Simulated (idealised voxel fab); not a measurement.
Name of the process module below: voxel gate over fins
The cross-section shown here is cut; it is 195 nm wide and divided into square cells measuring 5 nm on a side.
Square cells in a grid make up a cross-section in this document, and the grid is given as bands, listed from the top down, each one or more rows of cells.
Quick guide to a band line: top height, bottom height (nm) up front; then every material left to right with its width in nm. Only one material and it's marked "edge to edge"? Then it fills the band edge to edge. And "blank" just means empty space.
Heads up on the height convention: 0 is the point under which the incoming wafer is all one material, and the lowest band has no bottom, it just keeps going down, like "0 nm and below".
Top row gets the first number, bottom row gets the second, and each row in between changes by the same step: that is how a band width like "30 to 40" works.
No cell of the cross-section changed in a step that is given as "remained unchanged".
In the "Fully sealed voids" entry, you get each enclosed empty space of 8 cells or more, one with no open way to the top, written width x height at distance, distance from the left edge, in nm.
It should be noted that, on the line of a given step, the content following the step's settings is a remark produced by the simulator itself with respect to that step.
overlay nm: how far to the right of its planned place the mask lay on this masked step (negative: to the left).
-- Steps in the process plan
1,RECEIVE with material Si
2,CONFORMAL_DEP with material SiN, thk nm 5
3,PATTERN with tone cover, mask id FINS, material resist, width nm 15, pitch nm 60, thk nm 15, overlay nm 0
4,DIRECTIONAL_ETCH with etch materials SiN, depth nm 5
5,DIRECTIONAL_ETCH with etch materials Si, depth nm 40
6,STRIP with etch materials resist
7,FILL_DEP with material SiO2, thk nm 15
8,CMP with height nm 5
9,PATTERN with tone open, mask id RAIL, material resist, width nm 15, thk nm 15, overlay nm 0
10,DIRECTIONAL_ETCH with etch materials SiO2, depth nm 40
11,STRIP with etch materials resist
12,CONFORMAL_DEP with material TiN, thk nm 5
13,FILL_DEP with material W, thk nm 5
14,CMP with height nm 5
15,SELECTIVE_ETCH with etch materials W Ru TiN, depth nm 25
16,FILL_DEP with material SiO2, thk nm 5
17,CMP with height nm 5
18,SELECTIVE_ETCH with etch materials SiO2, depth nm 20
19,STRIP with etch materials SiN
20,CONFORMAL_DEP with material HfO2, thk nm 5
21,CONFORMAL_DEP with material TiN, thk nm 5
22,CONFORMAL_DEP with material TiAl, thk nm 5
23,CONFORMAL_DEP with material TiN, thk nm 5
24,FILL_DEP with material W, thk nm 10
25,CMP with height nm 25
26,CONFORMAL_DEP with material SiCN, thk nm 5
-- First of the two wafers, run per plan
-- Wafer cross-section on receipt, i.e. after step 1
> 0 nm and below: Si edge to edge
> Fully sealed voids: none
-- Upon completion of step 2, the wafer appears in cross-section as shown
> 5 nm to 0 nm: SiN edge to edge
> Below 0, no change.
-- Upon completion of step 3, the wafer appears in cross-section as shown
> 20 nm to 5 nm: blank: 30, then resist: 15, then blank: 45, then resist: 15, then blank: 45, then resist: 15, then blank: 30
> Below 5, no change.
-- Upon completion of step 4, the wafer appears in cross-section as shown
> 20 nm to 5 nm: blank: 30, then resist: 15, then blank: 45, then resist: 15, then blank: 45, then resist: 15, then blank: 30
> 5 nm to 0 nm: blank: 30, then SiN: 15, then blank: 45, then SiN: 15, then blank: 45, then SiN: 15, then blank: 30
> Below 0, no change.
-- Upon completion of step 5, the wafer appears in cross-section as shown
> 20 nm to 5 nm: blank: 30, then resist: 15, then blank: 45, then resist: 15, then blank: 45, then resist: 15, then blank: 30
> 5 nm to 0 nm: blank: 30, then SiN: 15, then blank: 45, then SiN: 15, then blank: 45, then SiN: 15, then blank: 30
> 0 nm to -40 nm: blank: 30, then Si: 15, then blank: 45, then Si: 15, then blank: 45, then Si: 15, then blank: 30
> Below -40, no change.
-- Upon completion of step 6, the wafer appears in cross-section as shown
> 5 nm to 0 nm: blank: 30, then SiN: 15, then blank: 45, then SiN: 15, then blank: 45, then SiN: 15, then blank: 30
> Below 0, no change.
-- Upon completion of step 7, the wafer appears in cross-section as shown
> 20 nm to 5 nm: SiO2 edge to edge
> 5 nm to 0 nm: SiO2: 30, then SiN: 15, then SiO2: 45, then SiN: 15, then SiO2: 45, then SiN: 15, then SiO2: 30
> 0 nm to -40 nm: SiO2: 30, then Si: 15, then SiO2: 45, then Si: 15, then SiO2: 45, then Si: 15, then SiO2: 30
> Below -40, no change.
-- Upon completion of step 8, the wafer appears in cross-section as shown
> 5 nm to 0 nm: SiO2: 30, then SiN: 15, then SiO2: 45, then SiN: 15, then SiO2: 45, then SiN: 15, then SiO2: 30
> Below 0, no change.
-- Upon completion of step 9, the wafer appears in cross-section as shown
> 20 nm to 5 nm: resist: 60, then blank: 15, then resist: 120
> Below 5, no change.
-- Upon completion of step 10, the wafer appears in cross-section as shown
> 20 nm to 5 nm: resist: 60, then blank: 15, then resist: 120
> 5 nm to 0 nm: SiO2: 30, then SiN: 15, then SiO2: 15, then blank: 15, then SiO2: 15, then SiN: 15, then SiO2: 45, then SiN: 15, then SiO2: 30
> 0 nm to -35 nm: SiO2: 30, then Si: 15, then SiO2: 15, then blank: 15, then SiO2: 15, then Si: 15, then SiO2: 45, then Si: 15, then SiO2: 30
> Below -35, no change.
-- Upon completion of step 11, the wafer appears in cross-section as shown
> 5 nm to 0 nm: SiO2: 30, then SiN: 15, then SiO2: 15, then blank: 15, then SiO2: 15, then SiN: 15, then SiO2: 45, then SiN: 15, then SiO2: 30
> Below 0, no change.
-- Upon completion of step 12, the wafer appears in cross-section as shown
> 10 nm to 5 nm: TiN: 65, then blank: 5, then TiN: 125
> 5 nm to 0 nm: SiO2: 30, then SiN: 15, then SiO2: 15, then TiN: 5, then blank: 5, then TiN: 5, then SiO2: 15, then SiN: 15, then SiO2: 45, then SiN: 15, then SiO2: 30
> 0 nm to -30 nm: SiO2: 30, then Si: 15, then SiO2: 15, then TiN: 5, then blank: 5, then TiN: 5, then SiO2: 15, then Si: 15, then SiO2: 45, then Si: 15, then SiO2: 30
> -30 nm to -35 nm: SiO2: 30, then Si: 15, then SiO2: 15, then TiN: 15, then SiO2: 15, then Si: 15, then SiO2: 45, then Si: 15, then SiO2: 30
> Below -35, no change.
-- Upon completion of step 13, the wafer appears in cross-section as shown
> 15 nm to 10 nm: W edge to edge
> 10 nm to 5 nm: TiN: 65, then W: 5, then TiN: 125
> 5 nm to 0 nm: SiO2: 30, then SiN: 15, then SiO2: 15, then TiN: 5, then W: 5, then TiN: 5, then SiO2: 15, then SiN: 15, then SiO2: 45, then SiN: 15, then SiO2: 30
> 0 nm to -30 nm: SiO2: 30, then Si: 15, then SiO2: 15, then TiN: 5, then W: 5, then TiN: 5, then SiO2: 15, then Si: 15, then SiO2: 45, then Si: 15, then SiO2: 30
> Below -30, no change.
-- Upon completion of step 14, the wafer appears in cross-section as shown
> 5 nm to 0 nm: SiO2: 30, then SiN: 15, then SiO2: 15, then TiN: 5, then W: 5, then TiN: 5, then SiO2: 15, then SiN: 15, then SiO2: 45, then SiN: 15, then SiO2: 30
> Below 0, no change.
-- Upon completion of step 15, the wafer appears in cross-section as shown
> 5 nm to 0 nm: SiO2: 30, then SiN: 15, then SiO2: 15, then blank: 15, then SiO2: 15, then SiN: 15, then SiO2: 45, then SiN: 15, then SiO2: 30
> 0 nm to -20 nm: SiO2: 30, then Si: 15, then SiO2: 15, then blank: 15, then SiO2: 15, then Si: 15, then SiO2: 45, then Si: 15, then SiO2: 30
> Below -20, no change.
-- Upon completion of step 16, the wafer appears in cross-section as shown
> 10 nm to 5 nm: SiO2 edge to edge
> 5 nm to 0 nm: SiO2: 30, then SiN: 15, then SiO2: 45, then SiN: 15, then SiO2: 45, then SiN: 15, then SiO2: 30
> 0 nm to -20 nm: SiO2: 30, then Si: 15, then SiO2: 45, then Si: 15, then SiO2: 45, then Si: 15, then SiO2: 30
> Below -20, no change.
-- Upon completion of step 17, the wafer appears in cross-section as shown
> 5 nm to 0 nm: SiO2: 30, then SiN: 15, then SiO2: 45, then SiN: 15, then SiO2: 45, then SiN: 15, then SiO2: 30
> Below 0, no change.
-- Upon completion of step 18, the wafer appears in cross-section as shown
> 5 nm to 0 nm: blank: 30, then SiN: 15, then blank: 45, then SiN: 15, then blank: 45, then SiN: 15, then blank: 30
> 0 nm to -15 nm: blank: 30, then Si: 15, then blank: 45, then Si: 15, then blank: 45, then Si: 15, then blank: 30
> Below -15, no change.
-- Upon completion of step 19, the wafer appears in cross-section as shown
> 0 nm to -15 nm: blank: 30, then Si: 15, then blank: 45, then Si: 15, then blank: 45, then Si: 15, then blank: 30
> Below -15, no change.
-- Upon completion of step 20, the wafer appears in cross-section as shown
> 5 nm to 0 nm: blank: 25, then HfO2: 25, then blank: 35, then HfO2: 25, then blank: 35, then HfO2: 25, then blank: 25
> 0 nm to -10 nm: blank: 25, then HfO2: 5, then Si: 15, then HfO2: 5, then blank: 35, then HfO2: 5, then Si: 15, then HfO2: 5, then blank: 35, then HfO2: 5, then Si: 15, then HfO2: 5, then blank: 25
> -10 nm to -15 nm: HfO2: 30, then Si: 15, then HfO2: 45, then Si: 15, then HfO2: 45, then Si: 15, then HfO2: 30
> Below -15, no change.
-- Upon completion of step 21, the wafer appears in cross-section as shown
> 10 nm to 5 nm: blank: 20, then TiN: 35, then blank: 25, then TiN: 35, then blank: 25, then TiN: 35, then blank: 20
> 5 nm to 0 nm: blank: 20, then TiN: 5, then HfO2: 25, then TiN: 5, then blank: 25, then TiN: 5, then HfO2: 25, then TiN: 5, then blank: 25, then TiN: 5, then HfO2: 25, then TiN: 5, then blank: 20
> 0 nm to -5 nm: blank: 20, then TiN: 5, then HfO2: 5, then Si: 15, then HfO2: 5, then TiN: 5, then blank: 25, then TiN: 5, then HfO2: 5, then Si: 15, then HfO2: 5, then TiN: 5, then blank: 25, then TiN: 5, then HfO2: 5, then Si: 15, then HfO2: 5, then TiN: 5, then blank: 20
> -5 nm to -10 nm: TiN: 25, then HfO2: 5, then Si: 15, then HfO2: 5, then TiN: 35, then HfO2: 5, then Si: 15, then HfO2: 5, then TiN: 35, then HfO2: 5, then Si: 15, then HfO2: 5, then TiN: 25
> Below -10, no change.
-- Upon completion of step 22, the wafer appears in cross-section as shown
> 15 nm to 10 nm: blank: 15, then TiAl: 45, then blank: 15, then TiAl: 45, then blank: 15, then TiAl: 45, then blank: 15
> 10 nm to 5 nm: blank: 15, then TiAl: 5, then TiN: 35, then TiAl: 5, then blank: 15, then TiAl: 5, then TiN: 35, then TiAl: 5, then blank: 15, then TiAl: 5, then TiN: 35, then TiAl: 5, then blank: 15
> 5 nm to 0 nm: blank: 15, then TiAl: 5, then TiN: 5, then HfO2: 25, then TiN: 5, then TiAl: 5, then blank: 15, then TiAl: 5, then TiN: 5, then HfO2: 25, then TiN: 5, then TiAl: 5, then blank: 15, then TiAl: 5, then TiN: 5, then HfO2: 25, then TiN: 5, then TiAl: 5, then blank: 15
> 0 nm to -5 nm: TiAl: 20, then TiN: 5, then HfO2: 5, then Si: 15, then HfO2: 5, then TiN: 5, then TiAl: 25, then TiN: 5, then HfO2: 5, then Si: 15, then HfO2: 5, then TiN: 5, then TiAl: 25, then TiN: 5, then HfO2: 5, then Si: 15, then HfO2: 5, then TiN: 5, then TiAl: 20
> Below -5, no change.
-- Upon completion of step 23, the wafer appears in cross-section as shown
> 20 nm to 15 nm: blank: 10, then TiN: 55, then blank: 5, then TiN: 55, then blank: 5, then TiN: 55, then blank: 10
> 15 nm to 10 nm: blank: 10, then TiN: 5, then TiAl: 45, then TiN: 5, then blank: 5, then TiN: 5, then TiAl: 45, then TiN: 5, then blank: 5, then TiN: 5, then TiAl: 45, then TiN: 5, then blank: 10
> 10 nm to 5 nm: blank: 10, then TiN: 5, then TiAl: 5, then TiN: 35, then TiAl: 5, then TiN: 5, then blank: 5, then TiN: 5, then TiAl: 5, then TiN: 35, then TiAl: 5, then TiN: 5, then blank: 5, then TiN: 5, then TiAl: 5, then TiN: 35, then TiAl: 5, then TiN: 5, then blank: 10
> 5 nm to 0 nm: TiN: 15, then TiAl: 5, then TiN: 5, then HfO2: 25, then TiN: 5, then TiAl: 5, then TiN: 15, then TiAl: 5, then TiN: 5, then HfO2: 25, then TiN: 5, then TiAl: 5, then TiN: 15, then TiAl: 5, then TiN: 5, then HfO2: 25, then TiN: 5, then TiAl: 5, then TiN: 15
> Below 0, no change.
-- Upon completion of step 24, the wafer appears in cross-section as shown
> 30 nm to 20 nm: W edge to edge
> 20 nm to 15 nm: W: 10, then TiN: 55, then W: 5, then TiN: 55, then W: 5, then TiN: 55, then W: 10
> 15 nm to 10 nm: W: 10, then TiN: 5, then TiAl: 45, then TiN: 5, then W: 5, then TiN: 5, then TiAl: 45, then TiN: 5, then W: 5, then TiN: 5, then TiAl: 45, then TiN: 5, then W: 10
> 10 nm to 5 nm: W: 10, then TiN: 5, then TiAl: 5, then TiN: 35, then TiAl: 5, then TiN: 5, then W: 5, then TiN: 5, then TiAl: 5, then TiN: 35, then TiAl: 5, then TiN: 5, then W: 5, then TiN: 5, then TiAl: 5, then TiN: 35, then TiAl: 5, then TiN: 5, then W: 10
> Below 5, no change.
-- Upon completion of step 25, the wafer appears in cross-section as shown
> 25 nm to 20 nm: W edge to edge
> Below 20, no change.
-- Upon completion of step 26, the wafer appears in cross-section as shown
> 30 nm to 25 nm: SiCN edge to edge
> Below 25, no change.
-- The Second Wafer: Common Origin and Plan, One Mistake in Execution, Identical to the First Through Step 8
-- X-section, second wafer, when step 9 was due to finish
> 20 nm to 5 nm: resist: 55, then blank: 25, then resist: 115
> Below 5, no change.
-- X-section, second wafer, when step 10 was due to finish
> 20 nm to 5 nm: resist: 55, then blank: 25, then resist: 115
> 5 nm to 0 nm: SiO2: 30, then SiN: 15, then SiO2: 10, then blank: 25, then SiO2: 10, then SiN: 15, then SiO2: 45, then SiN: 15, then SiO2: 30
> 0 nm to -35 nm: SiO2: 30, then Si: 15, then SiO2: 10, then blank: 25, then SiO2: 10, then Si: 15, then SiO2: 45, then Si: 15, then SiO2: 30
> Below -35, no change.
-- X-section, second wafer, when step 11 was due to finish
> 5 nm to 0 nm: SiO2: 30, then SiN: 15, then SiO2: 10, then blank: 25, then SiO2: 10, then SiN: 15, then SiO2: 45, then SiN: 15, then SiO2: 30
> Below 0, no change.
-- X-section, second wafer, when step 12 was due to finish
> 10 nm to 5 nm: TiN: 60, then blank: 15, then TiN: 120
> 5 nm to 0 nm: SiO2: 30, then SiN: 15, then SiO2: 10, then TiN: 5, then blank: 15, then TiN: 5, then SiO2: 10, then SiN: 15, then SiO2: 45, then SiN: 15, then SiO2: 30
> 0 nm to -30 nm: SiO2: 30, then Si: 15, then SiO2: 10, then TiN: 5, then blank: 15, then TiN: 5, then SiO2: 10, then Si: 15, then SiO2: 45, then Si: 15, then SiO2: 30
> -30 nm to -35 nm: SiO2: 30, then Si: 15, then SiO2: 10, then TiN: 25, then SiO2: 10, then Si: 15, then SiO2: 45, then Si: 15, then SiO2: 30
> Below -35, no change.
-- X-section, second wafer, when step 13 was due to finish
> 15 nm to 10 nm: W edge to edge
> 10 nm to 5 nm: TiN: 60, then W: 15, then TiN: 120
> 5 nm to 0 nm: SiO2: 30, then SiN: 15, then SiO2: 10, then TiN: 5, then W: 15, then TiN: 5, then SiO2: 10, then SiN: 15, then SiO2: 45, then SiN: 15, then SiO2: 30
> 0 nm to -30 nm: SiO2: 30, then Si: 15, then SiO2: 10, then TiN: 5, then W: 15, then TiN: 5, then SiO2: 10, then Si: 15, then SiO2: 45, then Si: 15, then SiO2: 30
> Below -30, no change.
-- X-section, second wafer, when step 14 was due to finish
> 5 nm to 0 nm: SiO2: 30, then SiN: 15, then SiO2: 10, then TiN: 5, then W: 15, then TiN: 5, then SiO2: 10, then SiN: 15, then SiO2: 45, then SiN: 15, then SiO2: 30
> Below 0, no change.
-- X-section, second wafer, when step 15 was due to finish
> 5 nm to 0 nm: SiO2: 30, then SiN: 15, then SiO2: 10, then blank: 25, then SiO2: 10, then SiN: 15, then SiO2: 45, then SiN: 15, then SiO2: 30
> 0 nm to -20 nm: SiO2: 30, then Si: 15, then SiO2: 10, then blank: 25, then SiO2: 10, then Si: 15, then SiO2: 45, then Si: 15, then SiO2: 30
> Below -20, no change.
-- X-section, second wafer, when step 16 was due to finish
> 10 nm to 5 nm: SiO2 edge to edge
> 5 nm to 0 nm: SiO2: 30, then SiN: 15, then SiO2: 45, then SiN: 15, then SiO2: 45, then SiN: 15, then SiO2: 30
> 0 nm to -20 nm: SiO2: 30, then Si: 15, then SiO2: 45, then Si: 15, then SiO2: 45, then Si: 15, then SiO2: 30
> Below -20, no change.
-- X-section, second wafer, when step 17 was due to finish
> 5 nm to 0 nm: SiO2: 30, then SiN: 15, then SiO2: 45, then SiN: 15, then SiO2: 45, then SiN: 15, then SiO2: 30
> Below 0, no change.
-- X-section, second wafer, when step 18 was due to finish
> 5 nm to 0 nm: blank: 30, then SiN: 15, then blank: 45, then SiN: 15, then blank: 45, then SiN: 15, then blank: 30
> 0 nm to -15 nm: blank: 30, then Si: 15, then blank: 45, then Si: 15, then blank: 45, then Si: 15, then blank: 30
> Below -15, no change.
-- X-section, second wafer, when step 19 was due to finish
> 0 nm to -15 nm: blank: 30, then Si: 15, then blank: 45, then Si: 15, then blank: 45, then Si: 15, then blank: 30
> Below -15, no change.
-- X-section, second wafer, when step 20 was due to finish
> 5 nm to 0 nm: blank: 25, then HfO2: 25, then blank: 35, then HfO2: 25, then blank: 35, then HfO2: 25, then blank: 25
> 0 nm to -10 nm: blank: 25, then HfO2: 5, then Si: 15, then HfO2: 5, then blank: 35, then HfO2: 5, then Si: 15, then HfO2: 5, then blank: 35, then HfO2: 5, then Si: 15, then HfO2: 5, then blank: 25
> -10 nm to -15 nm: HfO2: 30, then Si: 15, then HfO2: 45, then Si: 15, then HfO2: 45, then Si: 15, then HfO2: 30
> Below -15, no change.
-- X-section, second wafer, when step 21 was due to finish
> 10 nm to 5 nm: blank: 20, then TiN: 35, then blank: 25, then TiN: 35, then blank: 25, then TiN: 35, then blank: 20
> 5 nm to 0 nm: blank: 20, then TiN: 5, then HfO2: 25, then TiN: 5, then blank: 25, then TiN: 5, then HfO2: 25, then TiN: 5, then blank: 25, then TiN: 5, then HfO2: 25, then TiN: 5, then blank: 20
> 0 nm to -5 nm: blank: 20, then TiN: 5, then HfO2: 5, then Si: 15, then HfO2: 5, then TiN: 5, then blank: 25, then TiN: 5, then HfO2: 5, then Si: 15, then HfO2: 5, then TiN: 5, then blank: 25, then TiN: 5, then HfO2: 5, then Si: 15, then HfO2: 5, then TiN: 5, then blank: 20
> -5 nm to -10 nm: TiN: 25, then HfO2: 5, then Si: 15, then HfO2: 5, then TiN: 35, then HfO2: 5, then Si: 15, then HfO2: 5, then TiN: 35, then HfO2: 5, then Si: 15, then HfO2: 5, then TiN: 25
> Below -10, no change.
-- X-section, second wafer, when step 22 was due to finish
> 15 nm to 10 nm: blank: 15, then TiAl: 45, then blank: 15, then TiAl: 45, then blank: 15, then TiAl: 45, then blank: 15
> 10 nm to 5 nm: blank: 15, then TiAl: 5, then TiN: 35, then TiAl: 5, then blank: 15, then TiAl: 5, then TiN: 35, then TiAl: 5, then blank: 15, then TiAl: 5, then TiN: 35, then TiAl: 5, then blank: 15
> 5 nm to 0 nm: blank: 15, then TiAl: 5, then TiN: 5, then HfO2: 25, then TiN: 5, then TiAl: 5, then blank: 15, then TiAl: 5, then TiN: 5, then HfO2: 25, then TiN: 5, then TiAl: 5, then blank: 15, then TiAl: 5, then TiN: 5, then HfO2: 25, then TiN: 5, then TiAl: 5, then blank: 15
> 0 nm to -5 nm: TiAl: 20, then TiN: 5, then HfO2: 5, then Si: 15, then HfO2: 5, then TiN: 5, then TiAl: 25, then TiN: 5, then HfO2: 5, then Si: 15, then HfO2: 5, then TiN: 5, then TiAl: 25, then TiN: 5, then HfO2: 5, then Si: 15, then HfO2: 5, then TiN: 5, then TiAl: 20
> Below -5, no change.
-- X-section, second wafer, when step 23 was due to finish
> 20 nm to 15 nm: blank: 10, then TiN: 55, then blank: 5, then TiN: 55, then blank: 5, then TiN: 55, then blank: 10
> 15 nm to 10 nm: blank: 10, then TiN: 5, then TiAl: 45, then TiN: 5, then blank: 5, then TiN: 5, then TiAl: 45, then TiN: 5, then blank: 5, then TiN: 5, then TiAl: 45, then TiN: 5, then blank: 10
> 10 nm to 5 nm: blank: 10, then TiN: 5, then TiAl: 5, then TiN: 35, then TiAl: 5, then TiN: 5, then blank: 5, then TiN: 5, then TiAl: 5, then TiN: 35, then TiAl: 5, then TiN: 5, then blank: 5, then TiN: 5, then TiAl: 5, then TiN: 35, then TiAl: 5, then TiN: 5, then blank: 10
> 5 nm to 0 nm: TiN: 15, then TiAl: 5, then TiN: 5, then HfO2: 25, then TiN: 5, then TiAl: 5, then TiN: 15, then TiAl: 5, then TiN: 5, then HfO2: 25, then TiN: 5, then TiAl: 5, then TiN: 15, then TiAl: 5, then TiN: 5, then HfO2: 25, then TiN: 5, then TiAl: 5, then TiN: 15
> Below 0, no change.
-- X-section, second wafer, when step 24 was due to finish
> 30 nm to 20 nm: W edge to edge
> 20 nm to 15 nm: W: 10, then TiN: 55, then W: 5, then TiN: 55, then W: 5, then TiN: 55, then W: 10
> 15 nm to 10 nm: W: 10, then TiN: 5, then TiAl: 45, then TiN: 5, then W: 5, then TiN: 5, then TiAl: 45, then TiN: 5, then W: 5, then TiN: 5, then TiAl: 45, then TiN: 5, then W: 10
> 10 nm to 5 nm: W: 10, then TiN: 5, then TiAl: 5, then TiN: 35, then TiAl: 5, then TiN: 5, then W: 5, then TiN: 5, then TiAl: 5, then TiN: 35, then TiAl: 5, then TiN: 5, then W: 5, then TiN: 5, then TiAl: 5, then TiN: 35, then TiAl: 5, then TiN: 5, then W: 10
> Below 5, no change.
-- X-section, second wafer, when step 25 was due to finish
> 25 nm to 20 nm: W edge to edge
> Below 20, no change.
-- X-section, second wafer, when step 26 was due to finish
> 30 nm to 25 nm: SiCN edge to edge
> Below 25, no change.
Here's what went sideways: note that step 9 departed from the planned setting and was carried out as PATTERN with tone open, mask id RAIL, material resist, width nm 25, thk nm 15, overlay nm 0
Count the cells at the end and the second wafer has more or fewer of some materials than the first: SiO2 -6, TiN +2, W +4
